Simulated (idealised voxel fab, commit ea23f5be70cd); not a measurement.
Documented hereafter: the process module known as voxel released beams.
For reference, the cross-section in this document is cut, with width 295 nm and square cells of 5 nm.
Cross-section = grid of square cells, listed top down in bands; band = one or more rows.
Band: top and bottom heights (nm) first, top before bottom; then materials from left to right, widths in nm. "all across" marks a sole material filling the band edge to edge. "blank" denotes empty space.
Height 0 is the level under which the wafer as received is all one material. The lowest band goes on downwards, as in "0..down".
The expression "30->40" gives the width at the extremes of the band, the first number at its top row of cells and the second at its bottom row, with the width changing by equal amounts from each row to the next in between.
Step marked "stayed the same"? Then no cell in the cross-section changed in it.
Entry "Voids, enclosed" = empty spaces >= 8 cells with no open way to the top; each as width x height at distance, distance from left edge, all nm.
That trailing text on a step's line, after the settings, is the simulator's own remark on the step.
A step's line can hold "overlay nm"; with a mask on that step, the setting says how far right of the planned place the mask lay, while a negative setting says it lay to the left.

### The planned process steps are enumerated hereunder
1,RECEIVE, material Si
2,CONFORMAL_DEP, material Al2O3, thk nm 5
3,DIRECTIONAL_DEP, material SiO2, thk nm 15
4,DIRECTIONAL_DEP, material aC, thk nm 15
5,PATTERN, tone open, mask id ANCHOR, material resist, width nm 40, thk nm 35, overlay nm 0
6,DIRECTIONAL_ETCH, etch materials aC, depth nm 15
7,STRIP, etch materials resist
8,DIRECTIONAL_ETCH, etch materials SiO2, depth nm 15
9,STRIP, etch materials aC
10,CONFORMAL_DEP, material SiN, thk nm 15
11,DIRECTIONAL_DEP, material aC, thk nm 15
12,PATTERN, tone cover, mask id BEAM, material resist, width nm 95, thk nm 30, overlay nm 0
13,DIRECTIONAL_ETCH, etch materials aC, depth nm 15
14,STRIP, etch materials resist
15,DIRECTIONAL_ETCH, etch materials SiN, depth nm 15
16,STRIP, etch materials aC
17,STRIP, etch materials SiO2

### This is the cross-section of the wafer as we received it, i.e. after step 1
* 0..down: Si all across
* Voids, enclosed: none

### Post-module cross-section: identical start and plan to those above, one misstep in execution
* 35..30: blank 95, SiN 20, blank 10, SiN 65, blank 105
* 30..20: SiN 115, blank 10, SiN 170
* 20..5: SiO2 100, SiN 40, SiO2 155
* 5..0: Al2O3 all across
* 0..down: Si all across
* Voids, enclosed: none
Error vs. plan: step 15 was run on a setting that differed from the plan, and what really ran there is DIRECTIONAL_ETCH, etch materials SiN, depth nm 5
